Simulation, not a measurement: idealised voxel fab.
Name of the process module below: voxel self aligned vias
It is cross-section cut that appears here, measuring 235 nm in width, its square cells being 5 nm in size.
Cross-section = grid of square cells, listed top down in bands; band = one or more rows. This entry defines a band. It first specifies the height of the band's top and the height of its bottom in nm, and then specifies the band's materials from left to right, stating each material with its width in nm. The word "full width" identifies a single material that fills the band from edge to edge, while the word "empty" identifies empty space. Beneath 0, the wafer as received is one material, and that level is where height counting begins. The lowest band goes on downward without a bottom; it is written like "0 nm and below". Read "30 to 40" as a graded width: first number on top, second number at the bottom, same change between each pair of neighbouring rows. For the purposes of this document, the phrase "everything unchanged" attached to a step denotes that no cell within the cross-section was modified by that step. The list in "Enclosed internal cavities" covers empty spaces of 8 cells or more that cannot reach the top through any open way, and it gives each as width x height at distance; the distance is from the left edge, and width, height and distance are in nm. Read whatever lies past the settings on a step's line as the simulator's own remark about the step. A step line may carry the setting "overlay nm", which, for steps involving a mask, states the distance by which the mask lay to the right of its intended position; negative values denote displacement to the left.

The process steps that were planned are listed below:
1,RECEIVE (material Si)
2,CONFORMAL_DEP (material SiO2; thk nm 15)
3,CONFORMAL_DEP (material SiCN; thk nm 5)
4,DIRECTIONAL_DEP (material SiO2; thk nm 30)
5,MASKED_ETCH (tone open; mask id LINES; width nm 30; pitch nm 70; etch materials SiO2; depth nm 30; overlay nm -15)
6,CONFORMAL_DEP (material TiN; thk nm 5)
7,FILL_DEP (material W; thk nm 10)
8,CMP (height nm 50)
9,SELECTIVE_ETCH (etch materials W Ru TiN; depth nm 10)
10,FILL_DEP (material SiN; thk nm 5)
11,CMP (height nm 50)
12,DIRECTIONAL_DEP (material SiO2; thk nm 20)
13,PATTERN (tone open; mask id VIAS; material resist; width nm 50; pitch nm 140; thk nm 20; overlay nm 0)
14,DIRECTIONAL_ETCH (etch materials SiO2; depth nm 20)
15,DIRECTIONAL_ETCH (etch materials SiN; depth nm 10)
16,STRIP (etch materials resist)
17,CONFORMAL_DEP (material TiN; thk nm 5)
18,FILL_DEP (material W; thk nm 10)
19,CMP (height nm 70)
20,CONFORMAL_DEP (material SiN; thk nm 5)
Wafer-to-wafer difference: overlay nm, step 5. Common start. Plan = first wafer's value.

Incoming state of the first of several wafers in cross-section: after step 1:
  0 nm and below = Si full width
  Enclosed internal cavities: none

Cross-section after step 20, the final step of the module, for the first of several wafers:
  75 nm to 70 nm = SiN full width
  70 nm to 55 nm = SiO2 20  TiN 5  W 40  TiN 5  SiO2 90  TiN 5  W 40  TiN 5  SiO2 25
  55 nm to 50 nm = SiO2 20  TiN 5  W 15  TiN 30  SiO2 90  TiN 5  W 15  TiN 30  SiO2 25
  50 nm to 45 nm = SiO2 15  SiN 5  TiN 5  W 15  TiN 5  SiO2 40  SiN 30  SiO2 40  SiN 5  TiN 5  W 15  TiN 5  SiO2 50
  45 nm to 40 nm = SiO2 15  SiN 5  TiN 25  SiO2 40  SiN 30  SiO2 40  SiN 5  TiN 25  SiO2 50
  40 nm to 25 nm = SiO2 15  TiN 5  W 20  TiN 5  SiO2 40  TiN 5  W 20  TiN 5  SiO2 40  TiN 5  W 20  TiN 5  SiO2 50
  25 nm to 20 nm = SiO2 15  TiN 30  SiO2 40  TiN 30  SiO2 40  TiN 30  SiO2 50
  20 nm to 15 nm = SiCN full width
  15 nm to 0 nm = SiO2 full width
  0 nm and below = Si full width
  Enclosed internal cavities: none

The final wafer, sectioned at module end:
  75 nm to 70 nm = SiN full width
  70 nm to 55 nm = SiO2 20  TiN 5  W 40  TiN 5  SiO2 90  TiN 5  W 40  TiN 5  SiO2 25
  55 nm to 50 nm = SiO2 20  TiN 30  W 15  TiN 5  SiO2 90  TiN 30  W 15  TiN 5  SiO2 25
  50 nm to 45 nm = SiO2 45  TiN 5  W 15  TiN 5  SiN 5  SiO2 40  SiN 30  SiO2 40  TiN 5  W 15  TiN 5  SiN 5  SiO2 20
  45 nm to 40 nm = SiO2 45  TiN 25  SiN 5  SiO2 40  SiN 30  SiO2 40  TiN 25  SiN 5  SiO2 20
  40 nm to 25 nm = SiO2 45  TiN 5  W 20  TiN 5  SiO2 40  TiN 5  W 20  TiN 5  SiO2 40  TiN 5  W 20  TiN 5  SiO2 20
  25 nm to 20 nm = SiO2 45  TiN 30  SiO2 40  TiN 30  SiO2 40  TiN 30  SiO2 20
  20 nm to 15 nm = SiCN full width
  15 nm to 0 nm = SiO2 full width
  0 nm and below = Si full width
  Enclosed internal cavities: none

What follows is a table in which each wafer occupies a row; for the wafer as it stands at the close of the module, the row states, material by material, how many cells have been gained (+) or lost (-) since receipt, and then gives its closed voids:
overlay nm -15; +47 SiCN; +63 SiN; +423 SiO2; +76 TiN; +96 W; Enclosed internal cavities: none
overlay nm -10; +47 SiCN; +59 SiN; +423 SiO2; +76 TiN; +100 W; Enclosed internal cavities: none
overlay nm -5; +47 SiCN; +59 SiN; +423 SiO2; +76 TiN; +100 W; Enclosed internal cavities: none
overlay nm 0; +47 SiCN; +59 SiN; +423 SiO2; +76 TiN; +100 W; Enclosed internal cavities: none
overlay nm 5; +47 SiCN; +59 SiN; +423 SiO2; +76 TiN; +100 W; Enclosed internal cavities: none
overlay nm 10; +47 SiCN; +59 SiN; +423 SiO2; +76 TiN; +100 W; Enclosed internal cavities: none
overlay nm 15; +47 SiCN; +63 SiN; +423 SiO2; +76 TiN; +96 W; Enclosed internal cavities: none
